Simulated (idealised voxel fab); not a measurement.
process module | voxel wiring stack
cross-section cut | 260 nm wide | cells 5 nm
A cross-section is a grid of square cells, given in bands from the top down. A band is one or more rows of cells.
Each band's line starts with the height of the band's top and of its bottom, in nm. Then come its materials from left to right, each with its width in nm. One material with "throughout" fills the band from edge to edge. "air" is empty space.
Height 0 is the level under which the wafer as received is all one material. The lowest band goes on downwards, as in "0 down".
A width such as "30 to 40" changes by the same amount from each row of cells to the next, from the band's top row to its bottom row.
"no change" after a step means that no cell of the cross-section changed.
closed voids: empty space of 8 cells or more with no open way to the top, each as width x height at its distance from the left edge, in nm
after a step's settings: what the simulator itself notes on the step
overlay nm, on a step with a mask: how far to the right of its planned place the mask lay; to the left if negative
Each pair below shows a cross-section before one step and the cross-section after it, down to the lowest band that changed. The line under each pair gives the step between them, with its settings. The pairs can come from different runs of this module on the same starting wafer, so a pair continues from the pair above only where its "before" says so.
before
  135 to 130: SiO2 throughout
  130 to 125: SiO2 50 | SiN 40 | SiO2 20 | SiN 40 | SiO2 20 | SiN 40 | SiO2 50
  125 to 100: SiO2 50 | SiN 5 | Ru 30 | SiN 5 | SiO2 20 | SiN 5 | Ru 30 | SiN 5 | SiO2 20 | SiN 5 | Ru 30 | SiN 5 | SiO2 50
  100 to 95: SiN 55 | TiN 30 | SiN 30 | TiN 30 | SiN 30 | TiN 30 | SiN 55
  95 to 80: lowk 55 | Ru 15 | lowk 105 | Ru 15 | lowk 70
  80 to 75: SiCN 55 | Ru 15 | SiCN 105 | Ru 15 | SiCN 70
  75 to 60: lowk 55 | TiN 5 | Cu 20 | TiN 5 | lowk 30 | TiN 5 | Cu 20 | TiN 5 | lowk 30 | TiN 5 | Cu 20 | TiN 5 | lowk 55
  60 to 55: lowk 55 | TiN 5 | Cu 10 | TiN 15 | lowk 30 | TiN 30 | lowk 30 | TiN 5 | Cu 10 | TiN 15 | lowk 55
  55 to 45: lowk 55 | TiN 5 | Cu 10 | TiN 5 | lowk 100 | TiN 5 | Cu 10 | TiN 5 | lowk 65
  45 to 40: SiCN 55 | TiN 20 | SiCN 100 | TiN 20 | SiCN 65
  40 to 35: SiCN 50 | Ru 40 | SiCN 20 | Ru 40 | SiCN 20 | Ru 40 | SiCN 50
  35 to 20: SiO2 55 | TiN 5 | W 20 | TiN 5 | SiO2 30 | TiN 5 | W 20 | TiN 5 | SiO2 30 | TiN 5 | W 20 | TiN 5 | SiO2 55
  20 to 15: SiN 55 | TiN 30 | SiN 30 | TiN 30 | SiN 30 | TiN 30 | SiN 55
  15 to 0: SiO2 throughout
  0 down: Si throughout
  closed voids: none
after
  125 to 100: SiO2 50 | SiN 5 | Ru 30 | SiN 5 | SiO2 20 | SiN 5 | Ru 30 | SiN 5 | SiO2 20 | SiN 5 | Ru 30 | SiN 5 | SiO2 50
  below 100: unchanged
  closed voids: none
the step between: op CMP | height nm 125
before: the cross-section after the pair above
after
  130 to 125: SiN throughout
  below 125: unchanged
  closed voids: none
the step between: op CONFORMAL_DEP | material SiN | thk nm 5
before
  125 to 100: air 55 | Ru 30 | air 30 | Ru 30 | air 30 | Ru 30 | air 55
  100 to 95: TiN throughout
  95 to 80: lowk 55 | Ru 15 | lowk 105 | Ru 15 | lowk 70
  80 to 75: SiCN 55 | Ru 15 | SiCN 105 | Ru 15 | SiCN 70
  75 to 60: lowk 55 | TiN 5 | Cu 20 | TiN 5 | lowk 30 | TiN 5 | Cu 20 | TiN 5 | lowk 30 | TiN 5 | Cu 20 | TiN 5 | lowk 55
  60 to 55: lowk 55 | TiN 5 | Cu 5 | TiN 20 | lowk 30 | TiN 30 | lowk 30 | TiN 5 | Cu 5 | TiN 20 | lowk 55
  55 to 45: lowk 55 | TiN 5 | Cu 5 | TiN 5 | lowk 105 | TiN 5 | Cu 5 | TiN 5 | lowk 70
  45 to 40: SiCN 55 | TiN 15 | SiCN 105 | TiN 15 | SiCN 70
  40 to 35: SiCN 50 | Ru 40 | SiCN 20 | Ru 40 | SiCN 20 | Ru 40 | SiCN 50
  35 to 20: SiO2 55 | TiN 5 | W 20 | TiN 5 | SiO2 30 | TiN 5 | W 20 | TiN 5 | SiO2 30 | TiN 5 | W 20 | TiN 5 | SiO2 55
  20 to 15: SiN 55 | TiN 30 | SiN 30 | TiN 30 | SiN 30 | TiN 30 | SiN 55
  15 to 0: SiO2 throughout
  0 down: Si throughout
  closed voids: none
after
  125 to 100: air 55 | Ru 30 | air 30 | Ru 30 | air 30 | Ru 30 | air 55
  100 to 95: air 45 | TiN 40 | air 20 | TiN 40 | air 20 | TiN 40 | air 55
  below 95: unchanged
  closed voids: none
the step between: op MASKED_ETCH | tone cover | mask id METAL_3 | width nm 30 | pitch nm 60 | etch materials TiN | depth nm 5 | overlay nm -10
before: the cross-section after the pair above
after
  130 to 125: air 50 | SiN 40 | air 20 | SiN 40 | air 20 | SiN 40 | air 50
  125 to 105: air 50 | SiN 5 | Ru 30 | SiN 5 | air 20 | SiN 5 | Ru 30 | SiN 5 | air 20 | SiN 5 | Ru 30 | SiN 5 | air 50
  105 to 100: air 40 | SiN 15 | Ru 30 | SiN 5 | air 10 | SiN 15 | Ru 30 | SiN 5 | air 10 | SiN 15 | Ru 30 | SiN 5 | air 50
  100 to 95: SiN 45 | TiN 40 | SiN 20 | TiN 40 | SiN 20 | TiN 40 | SiN 55
  below 95: unchanged
  closed voids: none
the step between: op CONFORMAL_DEP | material SiN | thk nm 5
before: the cross-section after the pair above
after
  135 to 130: SiO2 throughout
  130 to 125: SiO2 50 | SiN 40 | SiO2 20 | SiN 40 | SiO2 20 | SiN 40 | SiO2 50
  125 to 105: SiO2 50 | SiN 5 | Ru 30 | SiN 5 | SiO2 20 | SiN 5 | Ru 30 | SiN 5 | SiO2 20 | SiN 5 | Ru 30 | SiN 5 | SiO2 50
  105 to 100: SiO2 40 | SiN 15 | Ru 30 | SiN 5 | SiO2 10 | SiN 15 | Ru 30 | SiN 5 | SiO2 10 | SiN 15 | Ru 30 | SiN 5 | SiO2 50
  below 100: unchanged
  closed voids: none
the step between: op FILL_DEP | material SiO2 | thk nm 5
before: the cross-section after the pair above
after
  125 to 105: SiO2 50 | SiN 5 | Ru 30 | SiN 5 | SiO2 20 | SiN 5 | Ru 30 | SiN 5 | SiO2 20 | SiN 5 | Ru 30 | SiN 5 | SiO2 50
  below 105: unchanged
  closed voids: none
the step between: op CMP | height nm 125
before: the cross-section after the pair above
after
  130 to 125: SiN throughout
  below 125: unchanged
  closed voids: none
the step between: op CONFORMAL_DEP | material SiN | thk nm 5
before
  75 to 55: lowk 55 | air 30 | lowk 30 | air 30 | lowk 30 | air 30 | lowk 55
  55 to 45: lowk throughout
  45 to 40: SiCN throughout
  40 to 35: SiCN 50 | Ru 40 | SiCN 20 | Ru 40 | SiCN 20 | Ru 40 | SiCN 50
  35 to 20: SiO2 55 | TiN 5 | W 20 | TiN 5 | SiO2 30 | TiN 5 | W 20 | TiN 5 | SiO2 30 | TiN 5 | W 20 | TiN 5 | SiO2 55
  20 to 15: SiN 55 | TiN 30 | SiN 30 | TiN 30 | SiN 30 | TiN 30 | SiN 55
  15 to 0: SiO2 throughout
  0 down: Si throughout
  closed voids: none
after
  90 to 75: SiCN 55 | air 30 | SiCN 30 | air 30 | SiCN 30 | air 30 | SiCN 55
  75 to 70: lowk 55 | air 30 | lowk 30 | air 30 | lowk 30 | air 30 | lowk 55
  70 to 55: lowk 55 | SiCN 30 | lowk 30 | SiCN 30 | lowk 30 | SiCN 30 | lowk 55
  below 55: unchanged
  closed voids: none
the step between: op DIRECTIONAL_DEP | material SiCN | thk nm 15
before: the cross-section after the pair above
after
  120 to 90: resist 55 | air 15 | resist 105 | air 15 | resist 70
  90 to 75: SiCN 55 | air 15 | resist 15 | SiCN 30 | resist 30 | SiCN 30 | air 15 | resist 15 | SiCN 55
  75 to 70: lowk 55 | air 15 | resist 15 | lowk 30 | resist 30 | lowk 30 | air 15 | resist 15 | lowk 55
  below 70: unchanged
  closed voids: none
the step between: op PATTERN | tone open | mask id METAL_2_HOLES | material resist | width nm 15 | pitch nm 120 | thk nm 30 | overlay nm 0
before: the cross-section after the pair above
after
  105 to 90: resist 55 | air 15 | resist 105 | air 15 | resist 70
  below 90: unchanged
  closed voids: none
the step between: op DIRECTIONAL_ETCH | etch materials aC | depth nm 15
before: the cross-section after the pair above
after
  90 to 75: SiCN 55 | air 30 | SiCN 30 | air 30 | SiCN 30 | air 30 | SiCN 55
  75 to 70: lowk 55 | air 30 | lowk 30 | air 30 | lowk 30 | air 30 | lowk 55
  below 70: unchanged
  closed voids: none
the step between: op STRIP | etch materials resist
before: the cross-section after the pair above
after
  85 to 75: SiCN 55 | air 30 | SiCN 30 | air 30 | SiCN 30 | air 30 | SiCN 55
  75 to 65: lowk 55 | air 30 | lowk 30 | air 30 | lowk 30 | air 30 | lowk 55
  below 65: unchanged
  closed voids: none
the step between: op DIRECTIONAL_ETCH | etch materials SiCN | depth nm 5
before: the cross-section after the pair above
after
  90 to 85: TiN 60 | air 20 | TiN 40 | air 20 | TiN 40 | air 20 | TiN 60
  85 to 75: SiCN 55 | TiN 5 | air 20 | TiN 5 | SiCN 30 | TiN 5 | air 20 | TiN 5 | SiCN 30 | TiN 5 | air 20 | TiN 5 | SiCN 55
  75 to 70: lowk 55 | TiN 5 | air 20 | TiN 5 | lowk 30 | TiN 5 | air 20 | TiN 5 | lowk 30 | TiN 5 | air 20 | TiN 5 | lowk 55
  70 to 65: lowk 55 | TiN 30 | lowk 30 | TiN 30 | lowk 30 | TiN 30 | lowk 55
  below 65: unchanged
  closed voids: none
the step between: op CONFORMAL_DEP | material TiN | thk nm 5
before: the cross-section after the pair above
after
  95 to 90: Cu throughout
  90 to 85: TiN 60 | Cu 20 | TiN 40 | Cu 20 | TiN 40 | Cu 20 | TiN 60
  85 to 75: SiCN 55 | TiN 5 | Cu 20 | TiN 5 | SiCN 30 | TiN 5 | Cu 20 | TiN 5 | SiCN 30 | TiN 5 | Cu 20 | TiN 5 | SiCN 55
  75 to 70: lowk 55 | TiN 5 | Cu 20 | TiN 5 | lowk 30 | TiN 5 | Cu 20 | TiN 5 | lowk 30 | TiN 5 | Cu 20 | TiN 5 | lowk 55
  below 70: unchanged
  closed voids: none
the step between: op FILL_DEP | material Cu | thk nm 5
before: the cross-section after the pair above
after
  75 to 70: lowk 55 | TiN 5 | Cu 20 | TiN 5 | lowk 30 | TiN 5 | Cu 20 | TiN 5 | lowk 30 | TiN 5 | Cu 20 | TiN 5 | lowk 55
  below 70: unchanged
  closed voids: none
the step between: op CMP | height nm 75
before: the cross-section after the pair above
after
  80 to 75: SiCN throughout
  below 75: unchanged
  closed voids: none
the step between: op CONFORMAL_DEP | material SiCN | thk nm 5
before: the cross-section after the pair above
after
  95 to 80: lowk throughout
  below 80: unchanged
  closed voids: none
the step between: op DIRECTIONAL_DEP | material lowk | thk nm 15
before: the cross-section after the pair above
after
  95 to 80: lowk 55 | air 15 | lowk 105 | air 15 | lowk 70
  below 80: unchanged
  closed voids: none
the step between: op MASKED_ETCH | tone open | mask id PLUG_2 | width nm 15 | pitch nm 120 | etch materials lowk | depth nm 15 | overlay nm 0
before: the cross-section after the pair above
after
  95 to 80: lowk 55 | air 15 | lowk 105 | air 15 | lowk 70
  80 to 75: SiCN 55 | air 15 | SiCN 105 | air 15 | SiCN 70
  below 75: unchanged
  closed voids: none
the step between: op MASKED_ETCH | tone open | mask id PLUG_2 | width nm 15 | pitch nm 120 | etch materials SiCN | depth nm 5 | overlay nm 0
before: the cross-section after the pair above
after
  95 to 85: lowk 55 | air 15 | lowk 105 | air 15 | lowk 70
  85 to 80: lowk 55 | Ru 15 | lowk 105 | Ru 15 | lowk 70
  80 to 75: SiCN 55 | Ru 15 | SiCN 105 | Ru 15 | SiCN 70
  below 75: unchanged
  closed voids: none
the step between: op EPI | material Ru | thk nm 10
before: the cross-section after the pair above
after
  95 to 80: lowk 55 | Ru 15 | lowk 105 | Ru 15 | lowk 70
  below 80: unchanged
  closed voids: none
the step between: op EPI | material Ru | thk nm 10
before: the cross-section after the pair above
after
  100 to 95: TiN throughout
  below 95: unchanged
  closed voids: none
the step between: op DIRECTIONAL_DEP | material TiN | thk nm 5
before: the cross-section after the pair above
after
  125 to 100: Ru throughout
  below 100: unchanged
  closed voids: none
the step between: op DIRECTIONAL_DEP | material Ru | thk nm 25
before: the cross-section after the pair above
after
  125 to 100: air 55 | Ru 30 | air 30 | Ru 30 | air 30 | Ru 30 | air 55
  below 100: unchanged
  closed voids: none
the step between: op MASKED_ETCH | tone cover | mask id METAL_3 | width nm 30 | pitch nm 60 | etch materials Ru | depth nm 25 | overlay nm 0
before: the cross-section after the pair above
after
  125 to 100: air 55 | Ru 30 | air 30 | Ru 30 | air 30 | Ru 30 | air 55
  100 to 95: air 55 | TiN 30 | air 30 | TiN 30 | air 30 | TiN 30 | air 55
  below 95: unchanged
  closed voids: none
the step between: op MASKED_ETCH | tone cover | mask id METAL_3 | width nm 30 | pitch nm 60 | etch materials TiN | depth nm 5 | overlay nm 0
before: the cross-section after the pair above
after
  130 to 125: air 50 | SiN 40 | air 20 | SiN 40 | air 20 | SiN 40 | air 50
  125 to 100: air 50 | SiN 5 | Ru 30 | SiN 5 | air 20 | SiN 5 | Ru 30 | SiN 5 | air 20 | SiN 5 | Ru 30 | SiN 5 | air 50
  100 to 95: SiN 55 | TiN 30 | SiN 30 | TiN 30 | SiN 30 | TiN 30 | SiN 55
  below 95: unchanged
  closed voids: none
the step between: op CONFORMAL_DEP | material SiN | thk nm 5
before: the cross-section after the pair above
after
  135 to 130: SiO2 throughout
  130 to 125: SiO2 50 | SiN 40 | SiO2 20 | SiN 40 | SiO2 20 | SiN 40 | SiO2 50
  125 to 100: SiO2 50 | SiN 5 | Ru 30 | SiN 5 | SiO2 20 | SiN 5 | Ru 30 | SiN 5 | SiO2 20 | SiN 5 | Ru 30 | SiN 5 | SiO2 50
  below 100: unchanged
  closed voids: none
the step between: op FILL_DEP | material SiO2 | thk nm 5
before: the cross-section after the pair above
after
  125 to 100: SiO2 50 | SiN 5 | Ru 30 | SiN 5 | SiO2 20 | SiN 5 | Ru 30 | SiN 5 | SiO2 20 | SiN 5 | Ru 30 | SiN 5 | SiO2 50
  below 100: unchanged
  closed voids: none
the step between: op CMP | height nm 125
before: the cross-section after the pair above
after
  130 to 125: SiN throughout
  below 125: unchanged
  closed voids: none
the step between: op CONFORMAL_DEP | material SiN | thk nm 5
before
  95 to 80: lowk throughout
  80 to 75: SiCN throughout
  75 to 60: lowk 55 | TiN 5 | Cu 20 | TiN 5 | lowk 30 | TiN 5 | Cu 20 | TiN 5 | lowk 30 | TiN 5 | Cu 20 | TiN 5 | lowk 55
  60 to 55: lowk 55 | TiN 5 | Cu 5 | TiN 20 | lowk 30 | TiN 30 | lowk 30 | TiN 5 | Cu 5 | TiN 20 | lowk 55
  55 to 45: lowk 55 | TiN 5 | Cu 5 | TiN 5 | lowk 105 | TiN 5 | Cu 5 | TiN 5 | lowk 70
  45 to 40: SiCN 55 | TiN 15 | SiCN 105 | TiN 15 | SiCN 70
  40 to 35: SiCN 50 | Ru 40 | SiCN 20 | Ru 40 | SiCN 20 | Ru 40 | SiCN 50
  35 to 20: SiO2 55 | TiN 5 | W 20 | TiN 5 | SiO2 30 | TiN 5 | W 20 | TiN 5 | SiO2 30 | TiN 5 | W 20 | TiN 5 | SiO2 55
  20 to 15: SiN 55 | TiN 30 | SiN 30 | TiN 30 | SiN 30 | TiN 30 | SiN 55
  15 to 0: SiO2 throughout
  0 down: Si throughout
  closed voids: none
after
  95 to 80: air 55 | lowk 15 | air 105 | lowk 15 | air 70
  below 80: unchanged
  closed voids: none
the step between: op MASKED_ETCH | tone cover | mask id PLUG_2 | width nm 15 | pitch nm 120 | etch materials lowk | depth nm 15 | overlay nm 0
before: the cross-section after the pair above
after
  100 to 95: air 55 | TiN 15 | air 105 | TiN 15 | air 70
  95 to 85: air 55 | lowk 15 | air 105 | lowk 15 | air 70
  85 to 80: TiN 55 | lowk 15 | TiN 105 | lowk 15 | TiN 70
  below 80: unchanged
  closed voids: none
the step between: op DIRECTIONAL_DEP | material TiN | thk nm 5
before: the cross-section after the pair above
after
  125 to 110: air 55 | Ru 15 | air 105 | Ru 15 | air 70
  110 to 100: Ru throughout
  100 to 95: Ru 55 | TiN 15 | Ru 105 | TiN 15 | Ru 70
  95 to 85: Ru 55 | lowk 15 | Ru 105 | lowk 15 | Ru 70
  below 85: unchanged
  closed voids: none
the step between: op DIRECTIONAL_DEP | material Ru | thk nm 25
before: the cross-section after the pair above
after
  125 to 110: air 55 | Ru 15 | air 105 | Ru 15 | air 70
  110 to 100: air 55 | Ru 30 | air 30 | Ru 30 | air 30 | Ru 30 | air 55
  100 to 95: air 55 | TiN 15 | Ru 15 | air 30 | Ru 30 | air 30 | TiN 15 | Ru 15 | air 55
  95 to 85: air 55 | lowk 15 | Ru 15 | air 30 | Ru 30 | air 30 | lowk 15 | Ru 15 | air 55
  below 85: unchanged
  closed voids: none
the step between: op MASKED_ETCH | tone cover | mask id METAL_3 | width nm 30 | pitch nm 60 | etch materials Ru | depth nm 25 | overlay nm 0
before: the cross-section after the pair above
after
  125 to 110: air 55 | Ru 15 | air 105 | Ru 15 | air 70
  110 to 100: air 55 | Ru 30 | air 30 | Ru 30 | air 30 | Ru 30 | air 55
  100 to 95: air 55 | TiN 15 | Ru 15 | air 30 | Ru 30 | air 30 | TiN 15 | Ru 15 | air 55
  95 to 85: air 55 | lowk 15 | Ru 15 | air 30 | Ru 30 | air 30 | lowk 15 | Ru 15 | air 55
  85 to 80: air 55 | lowk 15 | TiN 15 | air 30 | TiN 30 | air 30 | lowk 15 | TiN 15 | air 55
  below 80: unchanged
  closed voids: none
the step between: op MASKED_ETCH | tone cover | mask id METAL_3 | width nm 30 | pitch nm 60 | etch materials TiN | depth nm 5 | overlay nm 0
before: the cross-section after the pair above
after
  130 to 125: air 50 | SiN 25 | air 95 | SiN 25 | air 65
  125 to 115: air 50 | SiN 5 | Ru 15 | SiN 5 | air 95 | SiN 5 | Ru 15 | SiN 5 | air 65
  115 to 110: air 50 | SiN 5 | Ru 15 | SiN 20 | air 20 | SiN 40 | air 20 | SiN 5 | Ru 15 | SiN 20 | air 50
  110 to 100: air 50 | SiN 5 | Ru 30 | SiN 5 | air 20 | SiN 5 | Ru 30 | SiN 5 | air 20 | SiN 5 | Ru 30 | SiN 5 | air 50
  100 to 95: air 50 | SiN 5 | TiN 15 | Ru 15 | SiN 5 | air 20 | SiN 5 | Ru 30 | SiN 5 | air 20 | SiN 5 | TiN 15 | Ru 15 | SiN 5 | air 50
  95 to 85: air 50 | SiN 5 | lowk 15 | Ru 15 | SiN 5 | air 20 | SiN 5 | Ru 30 | SiN 5 | air 20 | SiN 5 | lowk 15 | Ru 15 | SiN 5 | air 50
  85 to 80: SiN 55 | lowk 15 | TiN 15 | SiN 30 | TiN 30 | SiN 30 | lowk 15 | TiN 15 | SiN 55
  below 80: unchanged
  closed voids: none
the step between: op CONFORMAL_DEP | material SiN | thk nm 5
before: the cross-section after the pair above
after
  135 to 130: SiO2 throughout
  130 to 125: SiO2 50 | SiN 25 | SiO2 95 | SiN 25 | SiO2 65
  125 to 115: SiO2 50 | SiN 5 | Ru 15 | SiN 5 | SiO2 95 | SiN 5 | Ru 15 | SiN 5 | SiO2 65
  115 to 110: SiO2 50 | SiN 5 | Ru 15 | SiN 20 | SiO2 20 | SiN 40 | SiO2 20 | SiN 5 | Ru 15 | SiN 20 | SiO2 50
  110 to 100: SiO2 50 | SiN 5 | Ru 30 | SiN 5 | SiO2 20 | SiN 5 | Ru 30 | SiN 5 | SiO2 20 | SiN 5 | Ru 30 | SiN 5 | SiO2 50
  100 to 95: SiO2 50 | SiN 5 | TiN 15 | Ru 15 | SiN 5 | SiO2 20 | SiN 5 | Ru 30 | SiN 5 | SiO2 20 | SiN 5 | TiN 15 | Ru 15 | SiN 5 | SiO2 50
  95 to 85: SiO2 50 | SiN 5 | lowk 15 | Ru 15 | SiN 5 | SiO2 20 | SiN 5 | Ru 30 | SiN 5 | SiO2 20 | SiN 5 | lowk 15 | Ru 15 | SiN 5 | SiO2 50
  below 85: unchanged
  closed voids: none
the step between: op FILL_DEP | material SiO2 | thk nm 5
before: the cross-section after the pair above
after
  125 to 115: SiO2 50 | SiN 5 | Ru 15 | SiN 5 | SiO2 95 | SiN 5 | Ru 15 | SiN 5 | SiO2 65
  below 115: unchanged
  closed voids: none
the step between: op CMP | height nm 125
before: the cross-section after the pair above
after
  130 to 125: SiN throughout
  below 125: unchanged
  closed voids: none
the step between: op CONFORMAL_DEP | material SiN | thk nm 5
